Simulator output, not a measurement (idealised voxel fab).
process module | voxel trench capacitor
cross-section cut | 285 nm wide | cells 5 nm
A cross-section is a grid of square cells, given in bands from the top down. A band is one or more rows of cells.
Each band's line starts with the height of the band's top and of its bottom, in nm. Then come its materials from left to right, each with its width in nm. One material with "throughout" fills the band from edge to edge. "air" is empty space.
Height 0 is the level under which the wafer as received is all one material. The lowest band goes on downwards, as in "0 down".
A width such as "30 to 40" changes by the same amount from each row of cells to the next, from the band's top row to its bottom row.
"no change" after a step means that no cell of the cross-section changed.
closed voids: empty space of 8 cells or more with no open way to the top, each as width x height at its distance from the left edge, in nm
after a step's settings: what the simulator itself notes on the step
overlay nm, on a step with a mask: how far to the right of its planned place the mask lay; to the left if negative
plan
1 op RECEIVE | material Si
2 op CONFORMAL_DEP | material SiN | thk nm 5
3 op MASKED_ETCH | tone open | mask id TRENCH | width nm 25 | pitch nm 40 | etch materials SiN | depth nm 5 | overlay nm 0
4 op MASKED_ETCH | tone open | mask id TRENCH | width nm 25 | pitch nm 40 | etch materials Si | depth nm 35 | overlay nm -15
5 op CONFORMAL_DEP | material Al2O3 | thk nm 5
6 op CONFORMAL_DEP | material TiN | thk nm 5
7 op FILL_DEP | material W | thk nm 10
8 op CMP | height nm 5
varied across the wafers: overlay nm of step 4. The plan shows the first wafer's value. All wafers start alike
first wafer as received, after step 1
  0 down: Si throughout
  closed voids: none
first wafer at the end, after step 8
  5 to 0: SiN 70 | Al2O3 25 | SiN 15 | Al2O3 25 | SiN 15 | Al2O3 25 | SiN 15 | Al2O3 25 | SiN 70
  0 to -35: Si 70 | Al2O3 10 | Si 30 | Al2O3 10 | Si 30 | Al2O3 10 | Si 30 | Al2O3 10 | Si 85
  -35 down: Si throughout
  closed voids: none
last wafer at the end
  5 to 0: SiN 70 | Al2O3 25 | SiN 15 | Al2O3 25 | SiN 15 | Al2O3 25 | SiN 15 | Al2O3 25 | SiN 70
  0 to -35: Si 85 | Al2O3 10 | Si 30 | Al2O3 10 | Si 30 | Al2O3 10 | Si 30 | Al2O3 10 | Si 70
  -35 down: Si throughout
  closed voids: none
each wafer at the end: cells of each material gained (+) or lost (-) since it was received, then its closed voids
overlay nm -15 | +76 Al2O3 | -56 Si | +37 SiN | closed voids: none
overlay nm -10 | +76 Al2O3 | -84 Si | +37 SiN | +28 TiN | closed voids: none
overlay nm -5 | +76 Al2O3 | -112 Si | +37 SiN | +56 TiN | closed voids: none
overlay nm 0 | +76 Al2O3 | -140 Si | +37 SiN | +60 TiN | +24 W | closed voids: none
overlay nm 5 | +76 Al2O3 | -112 Si | +37 SiN | +56 TiN | closed voids: none
overlay nm 10 | +76 Al2O3 | -84 Si | +37 SiN | +28 TiN | closed voids: none
overlay nm 15 | +76 Al2O3 | -56 Si | +37 SiN | closed voids: none
